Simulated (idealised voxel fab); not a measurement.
process module | voxel released beams
cross-section cut | 255 nm wide | cells 5 nm
A cross-section is a grid of square cells, given in bands from the top down. A band is one or more rows of cells.
Each band's line starts with the height of the band's top and of its bottom, in nm. Then come its materials from left to right, each with its width in nm. One material with "throughout" fills the band from edge to edge. "air" is empty space.
Height 0 is the level under which the wafer as received is all one material. The lowest band goes on downwards, as in "0 down".
A width such as "30 to 40" changes by the same amount from each row of cells to the next, from the band's top row to its bottom row.
"no change" after a step means that no cell of the cross-section changed.
closed voids: empty space of 8 cells or more with no open way to the top, each as width x height at its distance from the left edge, in nm
after a step's settings: what the simulator itself notes on the step
overlay nm, on a step with a mask: how far to the right of its planned place the mask lay; to the left if negative
plan
1 op RECEIVE | material Si
2 op CONFORMAL_DEP | material SiN | thk nm 10
3 op DIRECTIONAL_DEP | material SiO2 | thk nm 15
4 op DIRECTIONAL_DEP | material aC | thk nm 15
5 op PATTERN | tone open | mask id ANCHOR | material resist | width nm 45 | thk nm 30 | overlay nm 0
6 op DIRECTIONAL_ETCH | etch materials aC | depth nm 15
7 op STRIP | etch materials resist
8 op DIRECTIONAL_ETCH | etch materials SiO2 | depth nm 15
9 op STRIP | etch materials aC
10 op CONFORMAL_DEP | material TiN | thk nm 15
11 op MASKED_ETCH | tone cover | mask id BEAM | width nm 95 | etch materials TiN | depth nm 15 | overlay nm 0
12 op STRIP | etch materials SiO2
as received, after step 1
  0 down: Si throughout
  closed voids: none
first wafer at the end, as planned
  40 to 25: air 75 | TiN 20 | air 15 | TiN 60 | air 85
  25 to 10: air 80 | TiN 45 | air 130
  10 to 0: SiN throughout
  0 down: Si throughout
  closed voids: none
second wafer at the end: like start, like plan, one mistake
  40 to 25: air 75 | TiN 95 | air 85
  25 to 15: SiN throughout
  15 to 0: SiO2 throughout
  0 down: Si throughout
  closed voids: none
what went wrong: steps 2 and 3 were swapped
at the end the second wafer has, in cells: 153 more of SiO2 | 18 fewer of TiN
